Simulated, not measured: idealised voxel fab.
A process module follows: voxel gate over fins.
Each square cell in cross-section cut measures 5 nm, and the section as a whole is 240 nm wide.
We lay out every cross-section as a grid of square cells and spell it out in bands from the top down, where one band means one or more rows of cells. In this notation a band is specified by the heights of its top and bottom, in that order and in nm, after which its materials appear from left to right, each paired with its width in nm. The word "throughout" attached to a single material means that material fills the band from edge to edge; the word "air" stands for empty space. For the purposes of this specification, 0 denotes the height below which the wafer in its as-received condition is composed wholly of one material, and the lowermost band, lacking a lower limit, extends downward without end, as expressed in "0 and below". When a width is written as two numbers, as in "30..40", the first number is the width in the top row of cells of the band and the second is the width in its bottom row, and the width changes by the same amount from each row to the next. It should be understood that the words "all unchanged", when stated for a given step, signify that the cross-section underwent no change in any of its cells during that step. "Closed void entries" enumerates empty spaces isolated from the top, with no open way to it, that contain at least 8 cells, giving each as width x height at distance from the left edge, all three in nm. after a step's settings: what the simulator itself notes on the step. On any step carrying a mask, the "overlay nm" setting, if present on the step's line, tells how far right of its planned place the mask lay; negative values point to the left.

# Process steps (planned)
1. RECEIVE: material Si
2. CONFORMAL_DEP: material SiN, thk nm 10
3. MASKED_ETCH: tone cover, mask id FINS, width nm 15, pitch nm 50, etch materials SiN, depth nm 10, overlay nm 0
4. MASKED_ETCH: tone cover, mask id FINS, width nm 15, pitch nm 50, etch materials Si, depth nm 40, overlay nm 0
5. FILL_DEP: material SiO2, thk nm 5
6. CMP: height nm 10
7. MASKED_ETCH: tone open, mask id RAIL, width nm 15, etch materials SiO2, depth nm 45, overlay nm 0
8. CONFORMAL_DEP: material TiN, thk nm 5
9. FILL_DEP: material Ru, thk nm 5
10. CMP: height nm 10
11. SELECTIVE_ETCH: etch materials W Ru TiN, depth nm 30
12. FILL_DEP: material SiO2, thk nm 5
13. CMP: height nm 10
14. SELECTIVE_ETCH: etch materials SiO2, depth nm 20
15. STRIP: etch materials SiN
16. CONFORMAL_DEP: material HfO2, thk nm 5
17. CONFORMAL_DEP: material TiN, thk nm 5
18. FILL_DEP: material W, thk nm 15
19. CMP: height nm 20
20. CONFORMAL_DEP: material SiN, thk nm 5
All wafers enter the flow in the same state. The thk nm at step 20 differs from wafer to wafer, and the plan gives the value for the first wafer.

# As-received cross-section, first of several wafers, post step 1
- 0 and below | Si throughout
- Closed void entries: none

# So in this table every wafer gets its own row, and what you see is where it stands at the end of the module: for each material, how many cells it picked up (+) or gave up (-) since we received it, and after that its closed voids
thk nm 5; +60 HfO2; +2 Ru; -312 Si; +48 SiN; +225 SiO2; +67 TiN; +150 W; Closed void entries: none
thk nm 10; +60 HfO2; +2 Ru; -312 Si; +96 SiN; +225 SiO2; +67 TiN; +150 W; Closed void entries: none
thk nm 15; +60 HfO2; +2 Ru; -312 Si; +144 SiN; +225 SiO2; +67 TiN; +150 W; Closed void entries: none
thk nm 20; +60 HfO2; +2 Ru; -312 Si; +192 SiN; +225 SiO2; +67 TiN; +150 W; Closed void entries: none
thk nm 25; +60 HfO2; +2 Ru; -312 Si; +240 SiN; +225 SiO2; +67 TiN; +150 W; Closed void entries: none
